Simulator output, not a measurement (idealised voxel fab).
process module | voxel capacitor over wiring
cross-section cut | 240 nm wide | cells 5 nm
A cross-section is a grid of square cells, given in bands from the top down. A band is one or more rows of cells.
Each band's line starts with the height of the band's top and of its bottom, in nm. Then come its materials from left to right, each with its width in nm. One material with "throughout" fills the band from edge to edge. "air" is empty space.
Height 0 is the level under which the wafer as received is all one material. The lowest band goes on downwards, as in "0 down".
A width such as "30 to 40" changes by the same amount from each row of cells to the next, from the band's top row to its bottom row.
"no change" after a step means that no cell of the cross-section changed.
closed voids: empty space of 8 cells or more with no open way to the top, each as width x height at its distance from the left edge, in nm
after a step's settings: what the simulator itself notes on the step
overlay nm, on a step with a mask: how far to the right of its planned place the mask lay; to the left if negative
plan
1 op RECEIVE | material Si
2 op CONFORMAL_DEP | material SiO2 | thk nm 10
3 op CONFORMAL_DEP | material SiCN | thk nm 5
4 op DIRECTIONAL_DEP | material SiO2 | thk nm 20
5 op DIRECTIONAL_DEP | material aC | thk nm 15
6 op PATTERN | tone open | mask id METAL_1 | material resist | width nm 30 | pitch nm 90 | thk nm 30 | overlay nm 0
7 op DIRECTIONAL_ETCH | etch materials aC | depth nm 15
8 op STRIP | etch materials resist
9 op DIRECTIONAL_ETCH | etch materials SiO2 | depth nm 20
10 op DIRECTIONAL_ETCH | etch materials SiCN | depth nm 5
11 op STRIP | etch materials aC
12 op CONFORMAL_DEP | material TiN | thk nm 5
13 op FILL_DEP | material Cu | thk nm 10
14 op CMP | height nm 35
15 op CONFORMAL_DEP | material SiCN | thk nm 5
16 op DIRECTIONAL_DEP | material lowk | thk nm 20
17 op DIRECTIONAL_DEP | material aC | thk nm 10
18 op PATTERN | tone open | mask id PLUG_1 | material resist | width nm 15 | thk nm 30 | overlay nm 0
19 op DIRECTIONAL_ETCH | etch materials aC | depth nm 10
20 op STRIP | etch materials resist
21 op DIRECTIONAL_ETCH | etch materials lowk | depth nm 20
22 op DIRECTIONAL_ETCH | etch materials SiCN | depth nm 5
23 op STRIP | etch materials aC
24 op EPI | material Ru | thk nm 10
25 op EPI | material Ru | thk nm 10
26 op EPI | material Ru | thk nm 5
27 op DIRECTIONAL_DEP | material TiN | thk nm 10
28 op DIRECTIONAL_DEP | material HfO2 | thk nm 5
29 op DIRECTIONAL_DEP | material TiN | thk nm 10
30 op PATTERN | tone cover | mask id UPPER_PLATE | material resist | width nm 65 | thk nm 20 | overlay nm 0
31 op DIRECTIONAL_ETCH | etch materials TiN | depth nm 10
32 op DIRECTIONAL_ETCH | etch materials HfO2 | depth nm 5
33 op STRIP | etch materials resist
34 op DIRECTIONAL_DEP | material aC | thk nm 10
35 op PATTERN | tone cover | mask id LOWER_PLATE | material resist | width nm 75 | thk nm 25 | overlay nm 0
36 op DIRECTIONAL_ETCH | etch materials aC | depth nm 10
37 op STRIP | etch materials resist
38 op DIRECTIONAL_ETCH | etch materials TiN | depth nm 10
39 op STRIP | etch materials aC
40 op FILL_DEP | material SiO2 | thk nm 20
41 op CMP | height nm 100
42 op DIRECTIONAL_DEP | material aC | thk nm 10
43 op PATTERN | tone open | mask id PLUG_2 | material resist | width nm 15 | thk nm 25 | overlay nm 0
44 op DIRECTIONAL_ETCH | etch materials aC | depth nm 10
45 op STRIP | etch materials resist
46 op DIRECTIONAL_ETCH | etch materials SiO2 | depth nm 15
47 op STRIP | etch materials aC
48 op CONFORMAL_DEP | material TiN | thk nm 5
49 op FILL_DEP | material Cu | thk nm 5
50 op CMP | height nm 100
51 op CONFORMAL_DEP | material SiCN | thk nm 5
as received, after step 1
  0 down: Si throughout
  closed voids: none
first wafer at the end, as planned
  105 to 100: SiCN throughout
  100 to 90: SiO2 85 | TiN 5 | Cu 5 | TiN 5 | SiO2 140
  90 to 85: SiO2 85 | TiN 15 | SiO2 140
  85 to 75: SiO2 75 | TiN 65 | SiO2 100
  75 to 70: SiO2 75 | HfO2 65 | SiO2 100
  70 to 60: SiO2 70 | TiN 75 | SiO2 95
  60 to 40: lowk 75 | Ru 15 | lowk 150
  40 to 35: SiCN 75 | Ru 15 | SiCN 150
  35 to 15: SiO2 60 | TiN 5 | Cu 20 | TiN 5 | SiO2 60 | TiN 5 | Cu 20 | TiN 5 | SiO2 60
  15 to 10: SiCN 60 | TiN 30 | SiCN 60 | TiN 30 | SiCN 60
  10 to 0: SiO2 throughout
  0 down: Si throughout
  closed voids: none
second wafer at the end: like start, like plan, one mistake
  105 to 100: SiCN throughout
  100 to 90: SiO2 85 | TiN 5 | Cu 5 | TiN 5 | SiO2 140
  90 to 85: SiO2 85 | TiN 15 | SiO2 140
  85 to 75: SiO2 75 | TiN 65 | SiO2 100
  75 to 70: SiO2 75 | HfO2 65 | SiO2 100
  70 to 60: SiO2 70 | TiN 75 | SiO2 95
  60 to 40: lowk 80 | Ru 15 | lowk 145
  40 to 35: SiCN 80 | Ru 15 | SiCN 145
  35 to 15: SiO2 60 | TiN 5 | Cu 20 | TiN 5 | SiO2 60 | TiN 5 | Cu 20 | TiN 5 | SiO2 60
  15 to 10: SiCN 60 | TiN 30 | SiCN 60 | TiN 30 | SiCN 60
  10 to 0: SiO2 throughout
  0 down: Si throughout
  closed voids: none
what went wrong: step 18 ran as: op PATTERN | tone open | mask id PLUG_1 | material resist | width nm 15 | thk nm 30 | overlay nm 5
at the end the second wafer has, in cells: as many of each material as the first, in other places
